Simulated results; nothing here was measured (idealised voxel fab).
process module | voxel self aligned contacts
cross-section cut | 300 nm wide | cells 5 nm
A cross-section is a grid of square cells, given in bands from the top down. A band is one or more rows of cells.
Each band's line starts with the height of the band's top and of its bottom, in nm. Then come its materials from left to right, each with its width in nm. One material with "throughout" fills the band from edge to edge. "air" is empty space.
Height 0 is the level under which the wafer as received is all one material. The lowest band goes on downwards, as in "0 down".
A width such as "30 to 40" changes by the same amount from each row of cells to the next, from the band's top row to its bottom row.
"no change" after a step means that no cell of the cross-section changed.
closed voids: empty space of 8 cells or more with no open way to the top, each as width x height at its distance from the left edge, in nm
after a step's settings: what the simulator itself notes on the step
overlay nm, on a step with a mask: how far to the right of its planned place the mask lay; to the left if negative
plan
1 op RECEIVE | material Si
2 op OXIDIZE | depth nm 5
3 op DIRECTIONAL_DEP | material polySi | thk nm 25
4 op DIRECTIONAL_DEP | material SiN | thk nm 25
5 op DIRECTIONAL_DEP | material aC | thk nm 10
6 op PATTERN | tone cover | mask id GATE | material resist | width nm 35 | pitch nm 80 | thk nm 25 | overlay nm 0
7 op DIRECTIONAL_ETCH | etch materials aC | depth nm 10
8 op STRIP | etch materials resist
9 op DIRECTIONAL_ETCH | etch materials SiN | depth nm 25
10 op DIRECTIONAL_ETCH | etch materials polySi | depth nm 25
11 op STRIP | etch materials aC
12 op CONFORMAL_DEP | material SiN | thk nm 10
13 op DIRECTIONAL_ETCH | etch materials SiN | depth nm 10
14 op FILL_DEP | material SiO2 | thk nm 15
15 op CMP | height nm 60
16 op DIRECTIONAL_DEP | material aC | thk nm 10
17 op PATTERN | tone open | mask id CONTACT | material resist | width nm 65 | pitch nm 80 | thk nm 25 | overlay nm 0
18 op DIRECTIONAL_ETCH | etch materials aC | depth nm 10
19 op STRIP | etch materials resist
20 op DIRECTIONAL_ETCH | etch materials SiO2 | depth nm 65
21 op STRIP | etch materials aC
22 op CONFORMAL_DEP | material TiN | thk nm 5
23 op FILL_DEP | material Ru | thk nm 10
24 op CMP | height nm 60
25 op CONFORMAL_DEP | material SiN | thk nm 5
first wafer, as planned
as received, after step 1
  0 down: Si throughout
  closed voids: none
after step 2
  0 to -5: SiO2 throughout
  below -5: unchanged
after step 3
  25 to 0: polySi throughout
  below 0: unchanged
after step 4
  50 to 25: SiN throughout
  below 25: unchanged
after step 5
  60 to 50: aC throughout
  below 50: unchanged
after step 6
  85 to 60: air 50 | resist 35 | air 45 | resist 35 | air 45 | resist 35 | air 55
  below 60: unchanged
after step 7
  75 to 60: air 50 | resist 35 | air 45 | resist 35 | air 45 | resist 35 | air 55
  60 to 50: air 50 | aC 35 | air 45 | aC 35 | air 45 | aC 35 | air 55
  below 50: unchanged
after step 8
  60 to 50: air 50 | aC 35 | air 45 | aC 35 | air 45 | aC 35 | air 55
  below 50: unchanged
after step 9
  60 to 50: air 50 | aC 35 | air 45 | aC 35 | air 45 | aC 35 | air 55
  50 to 25: air 50 | SiN 35 | air 45 | SiN 35 | air 45 | SiN 35 | air 55
  below 25: unchanged
after step 10
  60 to 50: air 50 | aC 35 | air 45 | aC 35 | air 45 | aC 35 | air 55
  50 to 25: air 50 | SiN 35 | air 45 | SiN 35 | air 45 | SiN 35 | air 55
  25 to 0: air 50 | polySi 35 | air 45 | polySi 35 | air 45 | polySi 35 | air 55
  below 0: unchanged
after step 11
  50 to 25: air 50 | SiN 35 | air 45 | SiN 35 | air 45 | SiN 35 | air 55
  below 25: unchanged
after step 12
  60 to 25: air 40 | SiN 55 | air 25 | SiN 55 | air 25 | SiN 55 | air 45
  25 to 10: air 40 | SiN 10 | polySi 35 | SiN 10 | air 25 | SiN 10 | polySi 35 | SiN 10 | air 25 | SiN 10 | polySi 35 | SiN 10 | air 45
  10 to 0: SiN 50 | polySi 35 | SiN 45 | polySi 35 | SiN 45 | polySi 35 | SiN 55
  below 0: unchanged
after step 13
  50 to 25: air 40 | SiN 55 | air 25 | SiN 55 | air 25 | SiN 55 | air 45
  25 to 0: air 40 | SiN 10 | polySi 35 | SiN 10 | air 25 | SiN 10 | polySi 35 | SiN 10 | air 25 | SiN 10 | polySi 35 | SiN 10 | air 45
  below 0: unchanged
after step 14
  65 to 50: SiO2 throughout
  50 to 25: SiO2 40 | SiN 55 | SiO2 25 | SiN 55 | SiO2 25 | SiN 55 | SiO2 45
  25 to 0: SiO2 40 | SiN 10 | polySi 35 | SiN 10 | SiO2 25 | SiN 10 | polySi 35 | SiN 10 | SiO2 25 | SiN 10 | polySi 35 | SiN 10 | SiO2 45
  below 0: unchanged
after step 15
  60 to 50: SiO2 throughout
  below 50: unchanged
after step 16
  70 to 60: aC throughout
  below 60: unchanged
after step 17
  95 to 70: resist 75 | air 65 | resist 15 | air 65 | resist 80
  below 70: unchanged
after step 18
  85 to 70: resist 75 | air 65 | resist 15 | air 65 | resist 80
  70 to 60: aC 75 | air 65 | aC 15 | air 65 | aC 80
  below 60: unchanged
after step 19
  70 to 60: aC 75 | air 65 | aC 15 | air 65 | aC 80
  below 60: unchanged
after step 20
  70 to 60: aC 75 | air 65 | aC 15 | air 65 | aC 80
  60 to 50: SiO2 75 | air 65 | SiO2 15 | air 65 | SiO2 80
  50 to 25: SiO2 40 | SiN 55 | air 25 | SiN 55 | air 25 | SiN 55 | SiO2 45
  25 to 0: SiO2 40 | SiN 10 | polySi 35 | SiN 10 | air 25 | SiN 10 | polySi 35 | SiN 10 | air 25 | SiN 10 | polySi 35 | SiN 10 | SiO2 45
  0 to -5: SiO2 95 | air 25 | SiO2 55 | air 25 | SiO2 100
  below -5: unchanged
after step 21
  60 to 50: SiO2 75 | air 65 | SiO2 15 | air 65 | SiO2 80
  below 50: unchanged
after step 22
  65 to 60: TiN 80 | air 55 | TiN 25 | air 55 | TiN 85
  60 to 50: SiO2 75 | TiN 5 to 25 | air 55 to 15 | TiN 5 to 25 | SiO2 15 | TiN 5 to 25 | air 55 to 15 | TiN 5 to 25 | SiO2 80
  50 to 25: SiO2 40 | SiN 55 | TiN 5 | air 15 | TiN 5 | SiN 55 | TiN 5 | air 15 | TiN 5 | SiN 55 | SiO2 45
  25 to 0: SiO2 40 | SiN 10 | polySi 35 | SiN 10 | TiN 5 | air 15 | TiN 5 | SiN 10 | polySi 35 | SiN 10 | TiN 5 | air 15 | TiN 5 | SiN 10 | polySi 35 | SiN 10 | SiO2 45
  0 to -5: SiO2 95 | TiN 25 | SiO2 55 | TiN 25 | SiO2 100
  below -5: unchanged
after step 23
  75 to 65: Ru throughout
  65 to 60: TiN 80 | Ru 55 | TiN 25 | Ru 55 | TiN 85
  60 to 50: SiO2 75 | TiN 5 to 25 | Ru 55 to 15 | TiN 5 to 25 | SiO2 15 | TiN 5 to 25 | Ru 55 to 15 | TiN 5 to 25 | SiO2 80
  50 to 25: SiO2 40 | SiN 55 | TiN 5 | Ru 15 | TiN 5 | SiN 55 | TiN 5 | Ru 15 | TiN 5 | SiN 55 | SiO2 45
  25 to 0: SiO2 40 | SiN 10 | polySi 35 | SiN 10 | TiN 5 | Ru 15 | TiN 5 | SiN 10 | polySi 35 | SiN 10 | TiN 5 | Ru 15 | TiN 5 | SiN 10 | polySi 35 | SiN 10 | SiO2 45
  below 0: unchanged
after step 24
  60 to 50: SiO2 75 | TiN 5 to 25 | Ru 55 to 15 | TiN 5 to 25 | SiO2 15 | TiN 5 to 25 | Ru 55 to 15 | TiN 5 to 25 | SiO2 80
  below 50: unchanged
after step 25
  65 to 60: SiN throughout
  below 60: unchanged
second wafer: like start, like plan, one mistake. Through step 5 it matches the first wafer
when step 6 should have ended
  85 to 60: air 45 | resist 45 | air 35 | resist 45 | air 35 | resist 45 | air 50
  below 60: unchanged
when step 7 should have ended
  75 to 60: air 45 | resist 45 | air 35 | resist 45 | air 35 | resist 45 | air 50
  60 to 50: air 45 | aC 45 | air 35 | aC 45 | air 35 | aC 45 | air 50
  below 50: unchanged
when step 8 should have ended
  60 to 50: air 45 | aC 45 | air 35 | aC 45 | air 35 | aC 45 | air 50
  below 50: unchanged
when step 9 should have ended
  60 to 50: air 45 | aC 45 | air 35 | aC 45 | air 35 | aC 45 | air 50
  50 to 25: air 45 | SiN 45 | air 35 | SiN 45 | air 35 | SiN 45 | air 50
  below 25: unchanged
when step 10 should have ended
  60 to 50: air 45 | aC 45 | air 35 | aC 45 | air 35 | aC 45 | air 50
  50 to 25: air 45 | SiN 45 | air 35 | SiN 45 | air 35 | SiN 45 | air 50
  25 to 0: air 45 | polySi 45 | air 35 | polySi 45 | air 35 | polySi 45 | air 50
  below 0: unchanged
when step 11 should have ended
  50 to 25: air 45 | SiN 45 | air 35 | SiN 45 | air 35 | SiN 45 | air 50
  below 25: unchanged
when step 12 should have ended
  60 to 25: air 35 | SiN 65 | air 15 | SiN 65 | air 15 | SiN 65 | air 40
  25 to 10: air 35 | SiN 10 | polySi 45 | SiN 10 | air 15 | SiN 10 | polySi 45 | SiN 10 | air 15 | SiN 10 | polySi 45 | SiN 10 | air 40
  10 to 0: SiN 45 | polySi 45 | SiN 35 | polySi 45 | SiN 35 | polySi 45 | SiN 50
  below 0: unchanged
when step 13 should have ended
  50 to 25: air 35 | SiN 65 | air 15 | SiN 65 | air 15 | SiN 65 | air 40
  25 to 0: air 35 | SiN 10 | polySi 45 | SiN 10 | air 15 | SiN 10 | polySi 45 | SiN 10 | air 15 | SiN 10 | polySi 45 | SiN 10 | air 40
  below 0: unchanged
when step 14 should have ended
  65 to 50: SiO2 throughout
  50 to 25: SiO2 35 | SiN 65 | SiO2 15 | SiN 65 | SiO2 15 | SiN 65 | SiO2 40
  25 to 0: SiO2 35 | SiN 10 | polySi 45 | SiN 10 | SiO2 15 | SiN 10 | polySi 45 | SiN 10 | SiO2 15 | SiN 10 | polySi 45 | SiN 10 | SiO2 40
  below 0: unchanged
when step 15 should have ended
  60 to 50: SiO2 throughout
  below 50: unchanged
when step 16 should have ended
  70 to 60: aC throughout
  below 60: unchanged
when step 17 should have ended
  95 to 70: resist 75 | air 65 | resist 15 | air 65 | resist 80
  below 70: unchanged
when step 18 should have ended
  85 to 70: resist 75 | air 65 | resist 15 | air 65 | resist 80
  70 to 60: aC 75 | air 65 | aC 15 | air 65 | aC 80
  below 60: unchanged
when step 19 should have ended
  70 to 60: aC 75 | air 65 | aC 15 | air 65 | aC 80
  below 60: unchanged
when step 20 should have ended
  70 to 60: aC 75 | air 65 | aC 15 | air 65 | aC 80
  60 to 50: SiO2 75 | air 65 | SiO2 15 | air 65 | SiO2 80
  50 to 25: SiO2 35 | SiN 65 | air 15 | SiN 65 | air 15 | SiN 65 | SiO2 40
  25 to 0: SiO2 35 | SiN 10 | polySi 45 | SiN 10 | air 15 | SiN 10 | polySi 45 | SiN 10 | air 15 | SiN 10 | polySi 45 | SiN 10 | SiO2 40
  0 to -5: SiO2 100 | air 15 | SiO2 65 | air 15 | SiO2 105
  below -5: unchanged
when step 21 should have ended
  60 to 50: SiO2 75 | air 65 | SiO2 15 | air 65 | SiO2 80
  below 50: unchanged
when step 22 should have ended
  65 to 60: TiN 80 | air 55 | TiN 25 | air 55 | TiN 85
  60 to 50: SiO2 75 | TiN 5 to 30 | air 55 to 5 | TiN 5 to 30 | SiO2 15 | TiN 5 to 30 | air 55 to 5 | TiN 5 to 30 | SiO2 80
  50 to 25: SiO2 35 | SiN 65 | TiN 5 | air 5 | TiN 5 | SiN 65 | TiN 5 | air 5 | TiN 5 | SiN 65 | SiO2 40
  25 to 0: SiO2 35 | SiN 10 | polySi 45 | SiN 10 | TiN 5 | air 5 | TiN 5 | SiN 10 | polySi 45 | SiN 10 | TiN 5 | air 5 | TiN 5 | SiN 10 | polySi 45 | SiN 10 | SiO2 40
  0 to -5: SiO2 100 | TiN 15 | SiO2 65 | TiN 15 | SiO2 105
  below -5: unchanged
when step 23 should have ended
  75 to 65: Ru throughout
  65 to 60: TiN 80 | Ru 55 | TiN 25 | Ru 55 | TiN 85
  60 to 50: SiO2 75 | TiN 5 to 30 | Ru 55 to 5 | TiN 5 to 30 | SiO2 15 | TiN 5 to 30 | Ru 55 to 5 | TiN 5 to 30 | SiO2 80
  50 to 25: SiO2 35 | SiN 65 | TiN 5 | Ru 5 | TiN 5 | SiN 65 | TiN 5 | Ru 5 | TiN 5 | SiN 65 | SiO2 40
  25 to 0: SiO2 35 | SiN 10 | polySi 45 | SiN 10 | TiN 5 | Ru 5 | TiN 5 | SiN 10 | polySi 45 | SiN 10 | TiN 5 | Ru 5 | TiN 5 | SiN 10 | polySi 45 | SiN 10 | SiO2 40
  below 0: unchanged
when step 24 should have ended
  60 to 50: SiO2 75 | TiN 5 to 30 | Ru 55 to 5 | TiN 5 to 30 | SiO2 15 | TiN 5 to 30 | Ru 55 to 5 | TiN 5 to 30 | SiO2 80
  below 50: unchanged
when step 25 should have ended
  65 to 60: SiN throughout
  below 60: unchanged
what went wrong: step 6 ran as: op PATTERN | tone cover | mask id GATE | material resist | width nm 45 | pitch nm 80 | thk nm 25 | overlay nm 0
at the end the second wafer has, in cells: 44 fewer of Ru | 30 more of SiN | 16 fewer of SiO2 | 30 more of polySi
